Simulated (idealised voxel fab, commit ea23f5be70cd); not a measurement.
Proc. module: voxel wiring stack
Square cells of 5 nm make up the cross-section cut, whose width is 230 nm.
Each cross-section below is a grid of square cells, stated as bands in top-down order, with one or more rows of cells making up each band. Top, bottom (nm), then materials left to right with widths (nm); lone material tagged "all across" fills the whole band edge to edge; "blank" = empty space. Note: height 0 marks the level under which the wafer is uniformly one material as received. Lowest band unbounded below, written "0 and below". Width: "30 to 40" (first number = top row, second number = bottom row, same change from row to row of cells). No cell of the cross-section changed in a step that is given as "remained unchanged". Closed empty spaces (no open way to the top) of 8 cells or more are what "Enclosed internal cavities" lists, each as width x height at distance from the left edge, nm for all three. Note: text after step settings on the step line = simulator remark on that step. Each step line may optionally specify "overlay nm", which for a step with a mask gives the rightward distance between the mask's planned place and where it lay, a negative value indicating the leftward direction.
## So here's the lineup of process steps we planned
1 op RECEIVE | material Si
2 op CONFORMAL_DEP | material SiO2 | thk nm 15
3 op DIRECTIONAL_DEP | material TiN | thk nm 5
4 op DIRECTIONAL_DEP | material W | thk nm 25
5 op DIRECTIONAL_DEP | material aC | thk nm 15
6 op PATTERN | tone cover | mask id METAL_1 | material resist | width nm 25 | pitch nm 40 | thk nm 30 | overlay nm 0
7 op DIRECTIONAL_ETCH | etch materials aC | depth nm 15
8 op STRIP | etch materials resist
9 op DIRECTIONAL_ETCH | etch materials W | depth nm 25
10 op DIRECTIONAL_ETCH | etch materials TiN | depth nm 5
11 op STRIP | etch materials aC
12 op FILL_DEP | material lowk | thk nm 5
13 op CMP | height nm 45
14 op CONFORMAL_DEP | material SiCN | thk nm 5
15 op DIRECTIONAL_DEP | material SiO2 | thk nm 15
16 op DIRECTIONAL_DEP | material aC | thk nm 10
17 op PATTERN | tone open | mask id PLUG_1 | material resist | width nm 15 | pitch nm 80 | thk nm 25 | overlay nm 0
18 op DIRECTIONAL_ETCH | etch materials aC | depth nm 10
19 op STRIP | etch materials resist
20 op DIRECTIONAL_ETCH | etch materials SiO2 | depth nm 15
21 op DIRECTIONAL_ETCH | etch materials SiCN | depth nm 5
22 op STRIP | etch materials aC
23 op EPI | material Ru | thk nm 10
24 op EPI | material Ru | thk nm 10
25 op DIRECTIONAL_DEP | material TiN | thk nm 5
26 op DIRECTIONAL_DEP | material W | thk nm 15
27 op MASKED_ETCH | tone cover | mask id METAL_2 | width nm 25 | pitch nm 40 | etch materials W | depth nm 15 | overlay nm 0
28 op MASKED_ETCH | tone cover | mask id METAL_2 | width nm 25 | pitch nm 40 | etch materials TiN | depth nm 5 | overlay nm 0
29 op CONFORMAL_DEP | material SiN | thk nm 5
30 op FILL_DEP | material SiO2 | thk nm 5
31 op CMP | height nm 85
32 op CONFORMAL_DEP | material SiCN | thk nm 5
33 op DIRECTIONAL_DEP | material lowk | thk nm 25
34 op DIRECTIONAL_DEP | material aC | thk nm 15
35 op PATTERN | tone open | mask id METAL_3_HOLES | material resist | width nm 15 | pitch nm 40 | thk nm 35 | overlay nm 0
36 op DIRECTIONAL_ETCH | etch materials aC | depth nm 15
37 op STRIP | etch materials resist
38 op DIRECTIONAL_ETCH | etch materials lowk | depth nm 25
39 op STRIP | etch materials aC
40 op DIRECTIONAL_DEP | material aC | thk nm 10
41 op PATTERN | tone open | mask id METAL_3 | material resist | width nm 25 | pitch nm 40 | thk nm 25 | overlay nm 0
42 op DIRECTIONAL_ETCH | etch materials aC | depth nm 10
43 op STRIP | etch materials resist
44 op DIRECTIONAL_ETCH | etch materials lowk | depth nm 15
45 op DIRECTIONAL_ETCH | etch materials SiCN | depth nm 5
46 op STRIP | etch materials aC
47 op CONFORMAL_DEP | material TiN | thk nm 5
48 op FILL_DEP | material Ru | thk nm 5
49 op CMP | height nm 115
50 op CONFORMAL_DEP | material SiCN | thk nm 5
51 op DIRECTIONAL_DEP | material lowk | thk nm 15
52 op PATTERN | tone open | mask id PLUG_3 | material resist | width nm 15 | pitch nm 80 | thk nm 15 | overlay nm 0
53 op DIRECTIONAL_ETCH | etch materials lowk | depth nm 15
54 op DIRECTIONAL_ETCH | etch materials SiCN | depth nm 5
55 op STRIP | etch materials resist
56 op CONFORMAL_DEP | material TiN | thk nm 5
57 op FILL_DEP | material W | thk nm 5
58 op CMP | height nm 135
59 op DIRECTIONAL_DEP | material TiN | thk nm 5
60 op DIRECTIONAL_DEP | material W | thk nm 15
61 op PATTERN | tone cover | mask id METAL_4 | material resist | width nm 25 | pitch nm 40 | thk nm 15 | overlay nm 0
62 op DIRECTIONAL_ETCH | etch materials W | depth nm 15
63 op DIRECTIONAL_ETCH | etch materials TiN | depth nm 5
64 op STRIP | etch materials resist
65 op FILL_DEP | material lowk | thk nm 10
66 op CMP | height nm 155
67 op CONFORMAL_DEP | material SiCN | thk nm 5
## First of the two wafers, run per plan
## So this is the incoming wafer in cross-section - it's already been through step 1
	0 and below = Si all across
	Enclosed internal cavities: none
## Cross-section of the wafer subsequent to step 2
	15 down to 0 = SiO2 all across
	Anything lower than 0 is untouched.
## Cross-section of the wafer subsequent to step 3
	20 down to 15 = TiN all across
	Anything lower than 15 is untouched.
## Cross-section of the wafer subsequent to step 4
	45 down to 20 = W all across
	Anything lower than 20 is untouched.
## Cross-section of the wafer subsequent to step 5
	60 down to 45 = aC all across
	Anything lower than 45 is untouched.
## Cross-section of the wafer subsequent to step 6
	90 down to 60 = blank 40, resist 25, blank 15, resist 25, blank 15, resist 25, blank 15, resist 25, blank 45
	Anything lower than 60 is untouched.
## Cross-section of the wafer subsequent to step 7
	75 down to 60 = blank 40, resist 25, blank 15, resist 25, blank 15, resist 25, blank 15, resist 25, blank 45
	60 down to 45 = blank 40, aC 25, blank 15, aC 25, blank 15, aC 25, blank 15, aC 25, blank 45
	Anything lower than 45 is untouched.
## Cross-section of the wafer subsequent to step 8
	60 down to 45 = blank 40, aC 25, blank 15, aC 25, blank 15, aC 25, blank 15, aC 25, blank 45
	Anything lower than 45 is untouched.
## Cross-section of the wafer subsequent to step 9
	60 down to 45 = blank 40, aC 25, blank 15, aC 25, blank 15, aC 25, blank 15, aC 25, blank 45
	45 down to 20 = blank 40, W 25, blank 15, W 25, blank 15, W 25, blank 15, W 25, blank 45
	Anything lower than 20 is untouched.
## Cross-section of the wafer subsequent to step 10
	60 down to 45 = blank 40, aC 25, blank 15, aC 25, blank 15, aC 25, blank 15, aC 25, blank 45
	45 down to 20 = blank 40, W 25, blank 15, W 25, blank 15, W 25, blank 15, W 25, blank 45
	20 down to 15 = blank 40, TiN 25, blank 15, TiN 25, blank 15, TiN 25, blank 15, TiN 25, blank 45
	Anything lower than 15 is untouched.
## Cross-section of the wafer subsequent to step 11
	45 down to 20 = blank 40, W 25, blank 15, W 25, blank 15, W 25, blank 15, W 25, blank 45
	Anything lower than 20 is untouched.
## Cross-section of the wafer subsequent to step 12
	50 down to 45 = lowk all across
	45 down to 20 = lowk 40, W 25, lowk 15, W 25, lowk 15, W 25, lowk 15, W 25, lowk 45
	20 down to 15 = lowk 40, TiN 25, lowk 15, TiN 25, lowk 15, TiN 25, lowk 15, TiN 25, lowk 45
	Anything lower than 15 is untouched.
## Cross-section of the wafer subsequent to step 13
	45 down to 20 = lowk 40, W 25, lowk 15, W 25, lowk 15, W 25, lowk 15, W 25, lowk 45
	Anything lower than 20 is untouched.
## Cross-section of the wafer subsequent to step 14
	50 down to 45 = SiCN all across
	Anything lower than 45 is untouched.
## Cross-section of the wafer subsequent to step 15
	65 down to 50 = SiO2 all across
	Anything lower than 50 is untouched.
## Cross-section of the wafer subsequent to step 16
	75 down to 65 = aC all across
	Anything lower than 65 is untouched.
## Cross-section of the wafer subsequent to step 17
	100 down to 75 = resist 40, blank 15, resist 65, blank 15, resist 95
	Anything lower than 75 is untouched.
## Cross-section of the wafer subsequent to step 18
	90 down to 75 = resist 40, blank 15, resist 65, blank 15, resist 95
	75 down to 65 = aC 40, blank 15, aC 65, blank 15, aC 95
	Anything lower than 65 is untouched.
## Cross-section of the wafer subsequent to step 19
	75 down to 65 = aC 40, blank 15, aC 65, blank 15, aC 95
	Anything lower than 65 is untouched.
## Cross-section of the wafer subsequent to step 20
	75 down to 65 = aC 40, blank 15, aC 65, blank 15, aC 95
	65 down to 50 = SiO2 40, blank 15, SiO2 65, blank 15, SiO2 95
	Anything lower than 50 is untouched.
## Cross-section of the wafer subsequent to step 21
	75 down to 65 = aC 40, blank 15, aC 65, blank 15, aC 95
	65 down to 50 = SiO2 40, blank 15, SiO2 65, blank 15, SiO2 95
	50 down to 45 = SiCN 40, blank 15, SiCN 65, blank 15, SiCN 95
	Anything lower than 45 is untouched.
## Cross-section of the wafer subsequent to step 22
	65 down to 50 = SiO2 40, blank 15, SiO2 65, blank 15, SiO2 95
	Anything lower than 50 is untouched.
## Cross-section of the wafer subsequent to step 23
	65 down to 55 = SiO2 40, blank 15, SiO2 65, blank 15, SiO2 95
	55 down to 50 = SiO2 40, Ru 15, SiO2 65, Ru 15, SiO2 95
	50 down to 45 = SiCN 40, Ru 15, SiCN 65, Ru 15, SiCN 95
	Anything lower than 45 is untouched.
## Cross-section of the wafer subsequent to step 24
	65 down to 50 = SiO2 40, Ru 15, SiO2 65, Ru 15, SiO2 95
	Anything lower than 50 is untouched.
## Cross-section of the wafer subsequent to step 25
	70 down to 65 = TiN all across
	Anything lower than 65 is untouched.
## Cross-section of the wafer subsequent to step 26
	85 down to 70 = W all across
	Anything lower than 70 is untouched.
## Cross-section of the wafer subsequent to step 27
	85 down to 70 = blank 40, W 25, blank 15, W 25, blank 15, W 25, blank 15, W 25, blank 45
	Anything lower than 70 is untouched.
## Cross-section of the wafer subsequent to step 28
	85 down to 70 = blank 40, W 25, blank 15, W 25, blank 15, W 25, blank 15, W 25, blank 45
	70 down to 65 = blank 40, TiN 25, blank 15, TiN 25, blank 15, TiN 25, blank 15, TiN 25, blank 45
	Anything lower than 65 is untouched.
## Cross-section of the wafer subsequent to step 29
	90 down to 85 = blank 35, SiN 35, blank 5, SiN 35, blank 5, SiN 35, blank 5, SiN 35, blank 40
	85 down to 70 = blank 35, SiN 5, W 25, SiN 5, blank 5, SiN 5, W 25, SiN 5, blank 5, SiN 5, W 25, SiN 5, blank 5, SiN 5, W 25, SiN 5, blank 40
	70 down to 65 = SiN 40, TiN 25, SiN 15, TiN 25, SiN 15, TiN 25, SiN 15, TiN 25, SiN 45
	Anything lower than 65 is untouched.
## Cross-section of the wafer subsequent to step 30
	95 down to 90 = SiO2 all across
	90 down to 85 = SiO2 35, SiN 35, SiO2 5, SiN 35, SiO2 5, SiN 35, SiO2 5, SiN 35, SiO2 40
	85 down to 70 = SiO2 35, SiN 5, W 25, SiN 5, SiO2 5, SiN 5, W 25, SiN 5, SiO2 5, SiN 5, W 25, SiN 5, SiO2 5, SiN 5, W 25, SiN 5, SiO2 40
	Anything lower than 70 is untouched.
## Cross-section of the wafer subsequent to step 31
	85 down to 70 = SiO2 35, SiN 5, W 25, SiN 5, SiO2 5, SiN 5, W 25, SiN 5, SiO2 5, SiN 5, W 25, SiN 5, SiO2 5, SiN 5, W 25, SiN 5, SiO2 40
	Anything lower than 70 is untouched.
## Cross-section of the wafer subsequent to step 32
	90 down to 85 = SiCN all across
	Anything lower than 85 is untouched.
## Cross-section of the wafer subsequent to step 33
	115 down to 90 = lowk all across
	Anything lower than 90 is untouched.
## Cross-section of the wafer subsequent to step 34
	130 down to 115 = aC all across
	Anything lower than 115 is untouched.
## Cross-section of the wafer subsequent to step 35
	165 down to 130 = resist 40, blank 15, resist 25, blank 15, resist 25, blank 15, resist 25, blank 15, resist 55
	Anything lower than 130 is untouched.
## Cross-section of the wafer subsequent to step 36
	150 down to 130 = resist 40, blank 15, resist 25, blank 15, resist 25, blank 15, resist 25, blank 15, resist 55
	130 down to 115 = aC 40, blank 15, aC 25, blank 15, aC 25, blank 15, aC 25, blank 15, aC 55
	Anything lower than 115 is untouched.
## Cross-section of the wafer subsequent to step 37
	130 down to 115 = aC 40, blank 15, aC 25, blank 15, aC 25, blank 15, aC 25, blank 15, aC 55
	Anything lower than 115 is untouched.
## Cross-section of the wafer subsequent to step 38
	130 down to 115 = aC 40, blank 15, aC 25, blank 15, aC 25, blank 15, aC 25, blank 15, aC 55
	115 down to 90 = lowk 40, blank 15, lowk 25, blank 15, lowk 25, blank 15, lowk 25, blank 15, lowk 55
	Anything lower than 90 is untouched.
## Cross-section of the wafer subsequent to step 39
	115 down to 90 = lowk 40, blank 15, lowk 25, blank 15, lowk 25, blank 15, lowk 25, blank 15, lowk 55
	Anything lower than 90 is untouched.
## Cross-section of the wafer subsequent to step 40
	125 down to 115 = aC 40, blank 15, aC 25, blank 15, aC 25, blank 15, aC 25, blank 15, aC 55
	115 down to 100 = lowk 40, blank 15, lowk 25, blank 15, lowk 25, blank 15, lowk 25, blank 15, lowk 55
	100 down to 90 = lowk 40, aC 15, lowk 25, aC 15, lowk 25, aC 15, lowk 25, aC 15, lowk 55
	Anything lower than 90 is untouched.
## Cross-section of the wafer subsequent to step 41
	150 down to 125 = resist 40, blank 25, resist 15, blank 25, resist 15, blank 25, resist 15, blank 25, resist 45
	Anything lower than 125 is untouched.
## Cross-section of the wafer subsequent to step 42
	140 down to 125 = resist 40, blank 25, resist 15, blank 25, resist 15, blank 25, resist 15, blank 25, resist 45
	125 down to 115 = aC 40, blank 25, aC 15, blank 25, aC 15, blank 25, aC 15, blank 25, aC 45
	115 down to 90 = lowk 40, blank 15, lowk 25, blank 15, lowk 25, blank 15, lowk 25, blank 15, lowk 55
	Anything lower than 90 is untouched.
## Cross-section of the wafer subsequent to step 43
	125 down to 115 = aC 40, blank 25, aC 15, blank 25, aC 15, blank 25, aC 15, blank 25, aC 45
	Anything lower than 115 is untouched.
## Cross-section of the wafer subsequent to step 44
	125 down to 115 = aC 40, blank 25, aC 15, blank 25, aC 15, blank 25, aC 15, blank 25, aC 45
	115 down to 100 = lowk 40, blank 25, lowk 15, blank 25, lowk 15, blank 25, lowk 15, blank 25, lowk 45
	Anything lower than 100 is untouched.
## Cross-section of the wafer subsequent to step 45
	125 down to 115 = aC 40, blank 25, aC 15, blank 25, aC 15, blank 25, aC 15, blank 25, aC 45
	115 down to 100 = lowk 40, blank 25, lowk 15, blank 25, lowk 15, blank 25, lowk 15, blank 25, lowk 45
	100 down to 90 = lowk 40, blank 15, lowk 25, blank 15, lowk 25, blank 15, lowk 25, blank 15, lowk 55
	90 down to 85 = SiCN 40, blank 15, SiCN 25, blank 15, SiCN 25, blank 15, SiCN 25, blank 15, SiCN 55
	Anything lower than 85 is untouched.
## Cross-section of the wafer subsequent to step 46
	115 down to 100 = lowk 40, blank 25, lowk 15, blank 25, lowk 15, blank 25, lowk 15, blank 25, lowk 45
	Anything lower than 100 is untouched.
## Cross-section of the wafer subsequent to step 47
	120 down to 115 = TiN 45, blank 15, TiN 25, blank 15, TiN 25, blank 15, TiN 25, blank 15, TiN 50
	115 down to 105 = lowk 40, TiN 5, blank 15, TiN 5, lowk 15, TiN 5, blank 15, TiN 5, lowk 15, TiN 5, blank 15, TiN 5, lowk 15, TiN 5, blank 15, TiN 5, lowk 45
	105 down to 100 = lowk 40, TiN 5, blank 5, TiN 15, lowk 15, TiN 5, blank 5, TiN 15, lowk 15, TiN 5, blank 5, TiN 15, lowk 15, TiN 5, blank 5, TiN 15, lowk 45
	100 down to 90 = lowk 40, TiN 5, blank 5, TiN 5, lowk 25, TiN 5, blank 5, TiN 5, lowk 25, TiN 5, blank 5, TiN 5, lowk 25, TiN 5, blank 5, TiN 5, lowk 55
	90 down to 85 = SiCN 40, TiN 15, SiCN 25, TiN 15, SiCN 25, TiN 15, SiCN 25, TiN 15, SiCN 55
	Anything lower than 85 is untouched.
## Cross-section of the wafer subsequent to step 48
	125 down to 120 = Ru all across
	120 down to 115 = TiN 45, Ru 15, TiN 25, Ru 15, TiN 25, Ru 15, TiN 25, Ru 15, TiN 50
	115 down to 105 = lowk 40, TiN 5, Ru 15, TiN 5, lowk 15, TiN 5, Ru 15, TiN 5, lowk 15, TiN 5, Ru 15, TiN 5, lowk 15, TiN 5, Ru 15, TiN 5, lowk 45
	105 down to 100 = lowk 40, TiN 5, Ru 5, TiN 15, lowk 15, TiN 5, Ru 5, TiN 15, lowk 15, TiN 5, Ru 5, TiN 15, lowk 15, TiN 5, Ru 5, TiN 15, lowk 45
	100 down to 90 = lowk 40, TiN 5, Ru 5, TiN 5, lowk 25, TiN 5, Ru 5, TiN 5, lowk 25, TiN 5, Ru 5, TiN 5, lowk 25, TiN 5, Ru 5, TiN 5, lowk 55
	Anything lower than 90 is untouched.
## Cross-section of the wafer subsequent to step 49
	115 down to 105 = lowk 40, TiN 5, Ru 15, TiN 5, lowk 15, TiN 5, Ru 15, TiN 5, lowk 15, TiN 5, Ru 15, TiN 5, lowk 15, TiN 5, Ru 15, TiN 5, lowk 45
	Anything lower than 105 is untouched.
## Cross-section of the wafer subsequent to step 50
	120 down to 115 = SiCN all across
	Anything lower than 115 is untouched.
## Cross-section of the wafer subsequent to step 51
	135 down to 120 = lowk all across
	Anything lower than 120 is untouched.
## Cross-section of the wafer subsequent to step 52
	150 down to 135 = resist 40, blank 15, resist 65, blank 15, resist 95
	Anything lower than 135 is untouched.
## Cross-section of the wafer subsequent to step 53
	150 down to 135 = resist 40, blank 15, resist 65, blank 15, resist 95
	135 down to 120 = lowk 40, blank 15, lowk 65, blank 15, lowk 95
	Anything lower than 120 is untouched.
## Cross-section of the wafer subsequent to step 54
	150 down to 135 = resist 40, blank 15, resist 65, blank 15, resist 95
	135 down to 120 = lowk 40, blank 15, lowk 65, blank 15, lowk 95
	120 down to 115 = SiCN 40, blank 15, SiCN 65, blank 15, SiCN 95
	Anything lower than 115 is untouched.
## Cross-section of the wafer subsequent to step 55
	135 down to 120 = lowk 40, blank 15, lowk 65, blank 15, lowk 95
	Anything lower than 120 is untouched.
## Cross-section of the wafer subsequent to step 56
	140 down to 135 = TiN 45, blank 5, TiN 75, blank 5, TiN 100
	135 down to 120 = lowk 40, TiN 5, blank 5, TiN 5, lowk 65, TiN 5, blank 5, TiN 5, lowk 95
	120 down to 115 = SiCN 40, TiN 15, SiCN 65, TiN 15, SiCN 95
	Anything lower than 115 is untouched.
## Cross-section of the wafer subsequent to step 57
	145 down to 140 = W all across
	140 down to 135 = TiN 45, W 5, TiN 75, W 5, TiN 100
	135 down to 120 = lowk 40, TiN 5, W 5, TiN 5, lowk 65, TiN 5, W 5, TiN 5, lowk 95
	Anything lower than 120 is untouched.
## Cross-section of the wafer subsequent to step 58
	135 down to 120 = lowk 40, TiN 5, W 5, TiN 5, lowk 65, TiN 5, W 5, TiN 5, lowk 95
	Anything lower than 120 is untouched.
## Cross-section of the wafer subsequent to step 59
	140 down to 135 = TiN all across
	Anything lower than 135 is untouched.
## Cross-section of the wafer subsequent to step 60
	155 down to 140 = W all across
	Anything lower than 140 is untouched.
## Cross-section of the wafer subsequent to step 61
	170 down to 155 = blank 40, resist 25, blank 15, resist 25, blank 15, resist 25, blank 15, resist 25, blank 45
	Anything lower than 155 is untouched.
## Cross-section of the wafer subsequent to step 62
	170 down to 155 = blank 40, resist 25, blank 15, resist 25, blank 15, resist 25, blank 15, resist 25, blank 45
	155 down to 140 = blank 40, W 25, blank 15, W 25, blank 15, W 25, blank 15, W 25, blank 45
	Anything lower than 140 is untouched.
## Cross-section of the wafer subsequent to step 63
	170 down to 155 = blank 40, resist 25, blank 15, resist 25, blank 15, resist 25, blank 15, resist 25, blank 45
	155 down to 140 = blank 40, W 25, blank 15, W 25, blank 15, W 25, blank 15, W 25, blank 45
	140 down to 135 = blank 40, TiN 25, blank 15, TiN 25, blank 15, TiN 25, blank 15, TiN 25, blank 45
	Anything lower than 135 is untouched.
## Cross-section of the wafer subsequent to step 64
	155 down to 140 = blank 40, W 25, blank 15, W 25, blank 15, W 25, blank 15, W 25, blank 45
	Anything lower than 140 is untouched.
## Cross-section of the wafer subsequent to step 65
	165 down to 155 = lowk all across
	155 down to 140 = lowk 40, W 25, lowk 15, W 25, lowk 15, W 25, lowk 15, W 25, lowk 45
	140 down to 135 = lowk 40, TiN 25, lowk 15, TiN 25, lowk 15, TiN 25, lowk 15, TiN 25, lowk 45
	Anything lower than 135 is untouched.
## Cross-section of the wafer subsequent to step 66
	155 down to 140 = lowk 40, W 25, lowk 15, W 25, lowk 15, W 25, lowk 15, W 25, lowk 45
	Anything lower than 140 is untouched.
## Cross-section of the wafer subsequent to step 67
	160 down to 155 = SiCN all across
	Anything lower than 155 is untouched.
## Now the other wafer: same start, same recipe, but we messed up one thing when running it. Up to and including step 51 it's the same as the first one
## Cross-section of the second wafer at the time step 52 of the plan should have ended
	150 down to 135 = blank 40, resist 15, blank 65, resist 15, blank 95
	Anything lower than 135 is untouched.
## Cross-section of the second wafer at the time step 53 of the plan should have ended
	150 down to 135 = blank 40, resist 15, blank 65, resist 15, blank 95
	135 down to 120 = blank 40, lowk 15, blank 65, lowk 15, blank 95
	Anything lower than 120 is untouched.
## Cross-section of the second wafer at the time step 54 of the plan should have ended
	150 down to 135 = blank 40, resist 15, blank 65, resist 15, blank 95
	135 down to 120 = blank 40, lowk 15, blank 65, lowk 15, blank 95
	120 down to 115 = blank 40, SiCN 15, blank 65, SiCN 15, blank 95
	Anything lower than 115 is untouched.
## Cross-section of the second wafer at the time step 55 of the plan should have ended
	135 down to 120 = blank 40, lowk 15, blank 65, lowk 15, blank 95
	Anything lower than 120 is untouched.
## Cross-section of the second wafer at the time step 56 of the plan should have ended
	140 down to 135 = blank 35, TiN 25, blank 55, TiN 25, blank 90
	135 down to 120 = blank 35, TiN 5, lowk 15, TiN 5, blank 55, TiN 5, lowk 15, TiN 5, blank 90
	120 down to 115 = TiN 40, SiCN 15, TiN 65, SiCN 15, TiN 95
	Anything lower than 115 is untouched.
## Cross-section of the second wafer at the time step 57 of the plan should have ended
	145 down to 140 = W all across
	140 down to 135 = W 35, TiN 25, W 55, TiN 25, W 90
	135 down to 120 = W 35, TiN 5, lowk 15, TiN 5, W 55, TiN 5, lowk 15, TiN 5, W 90
	Anything lower than 120 is untouched.
## Cross-section of the second wafer at the time step 58 of the plan should have ended
	135 down to 120 = W 35, TiN 5, lowk 15, TiN 5, W 55, TiN 5, lowk 15, TiN 5, W 90
	Anything lower than 120 is untouched.
## Cross-section of the second wafer at the time step 59 of the plan should have ended
	140 down to 135 = TiN all across
	Anything lower than 135 is untouched.
## Cross-section of the second wafer at the time step 60 of the plan should have ended
	155 down to 140 = W all across
	Anything lower than 140 is untouched.
## Cross-section of the second wafer at the time step 61 of the plan should have ended
	170 down to 155 = blank 40, resist 25, blank 15, resist 25, blank 15, resist 25, blank 15, resist 25, blank 45
	Anything lower than 155 is untouched.
## Cross-section of the second wafer at the time step 62 of the plan should have ended
	170 down to 155 = blank 40, resist 25, blank 15, resist 25, blank 15, resist 25, blank 15, resist 25, blank 45
	155 down to 140 = blank 40, W 25, blank 15, W 25, blank 15, W 25, blank 15, W 25, blank 45
	Anything lower than 140 is untouched.
## Cross-section of the second wafer at the time step 63 of the plan should have ended
	170 down to 155 = blank 40, resist 25, blank 15, resist 25, blank 15, resist 25, blank 15, resist 25, blank 45
	155 down to 140 = blank 40, W 25, blank 15, W 25, blank 15, W 25, blank 15, W 25, blank 45
	140 down to 135 = blank 40, TiN 25, blank 15, TiN 25, blank 15, TiN 25, blank 15, TiN 25, blank 45
	Anything lower than 135 is untouched.
## Cross-section of the second wafer at the time step 64 of the plan should have ended
	155 down to 140 = blank 40, W 25, blank 15, W 25, blank 15, W 25, blank 15, W 25, blank 45
	Anything lower than 140 is untouched.
## Cross-section of the second wafer at the time step 65 of the plan should have ended
	165 down to 155 = lowk all across
	155 down to 140 = lowk 40, W 25, lowk 15, W 25, lowk 15, W 25, lowk 15, W 25, lowk 45
	140 down to 135 = lowk 40, TiN 25, lowk 15, TiN 25, lowk 15, TiN 25, lowk 15, TiN 25, lowk 45
	Anything lower than 135 is untouched.
## Cross-section of the second wafer at the time step 66 of the plan should have ended
	155 down to 140 = lowk 40, W 25, lowk 15, W 25, lowk 15, W 25, lowk 15, W 25, lowk 45
	Anything lower than 140 is untouched.
## Cross-section of the second wafer at the time step 67 of the plan should have ended
	160 down to 155 = SiCN all across
	Anything lower than 155 is untouched.
Deviation from plan: so step 52 ended up running with a different setting than we planned, it ran as op PATTERN | tone cover | mask id PLUG_3 | material resist | width nm 15 | pitch nm 80 | thk nm 15 | overlay nm 0
In the final state, the cell counts of the second wafer exceed or fall short of those of the first for the following materials: SiCN -34, TiN +34, W +102, lowk -102
